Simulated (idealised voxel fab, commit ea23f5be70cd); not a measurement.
This section sets out a process module, namely voxel gate over fins.
Displayed cross-section: cut, width of 300 nm, square cells sized 5 nm.
For the purposes of this document, a cross-section shall be understood as a grid of square cells, specified as bands listed in top-to-bottom order, each band consisting of one or more rows of cells. Top height, bottom height, nm. Materials left to right, width each, nm. Single material + "edge to edge" = fills band edge to edge. "empty" = empty. Note: height 0 marks the level under which the wafer is uniformly one material as received. Lowest band unbounded below, written "top 0, no bottom". It should be noted that a width expressed as "30..40" varies in equal increments from row to row of cells within the band, taking the value of the first number at the top row and that of the second number at the bottom row. "nothing altered" means the step left every cell of the cross-section as it was. "Enclosed internal voids" means: voids of 8 cells or more that are shut off from the top with no open way through. Written width x height at distance, distance from the left edge, in nm. On each step's line, the part that comes after the settings is the simulator's own comment on the step. You can add "overlay nm" to a step's line. For a step with a mask, it describes how far the mask lay to the right of its planned position, and a negative number describes a lay to the left.
Process steps (planned):
1. RECEIVE (material Si)
2. CONFORMAL_DEP (material SiN; thk nm 10)
3. PATTERN (tone cover; mask id FINS; material resist; width nm 15; pitch nm 40; thk nm 15; overlay nm -15)
4. DIRECTIONAL_ETCH (etch materials SiN; depth nm 10)
5. DIRECTIONAL_ETCH (etch materials Si; depth nm 35)
6. STRIP (etch materials resist)
7. FILL_DEP (material SiO2; thk nm 15)
8. CMP (height nm 10)
9. SELECTIVE_ETCH (etch materials SiO2; depth nm 25)
10. STRIP (etch materials SiN)
11. CONFORMAL_DEP (material HfO2; thk nm 5)
12. CONFORMAL_DEP (material TiN; thk nm 5)
13. FILL_DEP (material W; thk nm 15)
14. CMP (height nm 20)
15. CONFORMAL_DEP (material SiN; thk nm 5)
Wafer-to-wafer difference: overlay nm, step 3. Common start. Plan = first wafer's value.
Cut through the first of several wafers as received, post step 1:
- top 0, no bottom | Si edge to edge
- Enclosed internal voids: none
Below is a per-wafer table. In it, each row describes the wafer at the end of the module by giving, for each material, the number of cells gained (+) or lost (-) since the wafer was received, and after that the closed voids of the wafer:
overlay nm -15; +72 HfO2; -378 Si; +60 SiN; +216 SiO2; +72 TiN; +258 W; Enclosed internal voids: none
overlay nm -10; +72 HfO2; -378 Si; +60 SiN; +216 SiO2; +72 TiN; +258 W; Enclosed internal voids: none
overlay nm -5; +72 HfO2; -378 Si; +60 SiN; +216 SiO2; +72 TiN; +258 W; Enclosed internal voids: none
overlay nm 0; +72 HfO2; -378 Si; +60 SiN; +216 SiO2; +72 TiN; +258 W; Enclosed internal voids: none
overlay nm 5; +72 HfO2; -378 Si; +60 SiN; +216 SiO2; +72 TiN; +258 W; Enclosed internal voids: none
overlay nm 10; +72 HfO2; -378 Si; +60 SiN; +216 SiO2; +72 TiN; +258 W; Enclosed internal voids: none
overlay nm 15; +72 HfO2; -378 Si; +60 SiN; +216 SiO2; +72 TiN; +258 W; Enclosed internal voids: none
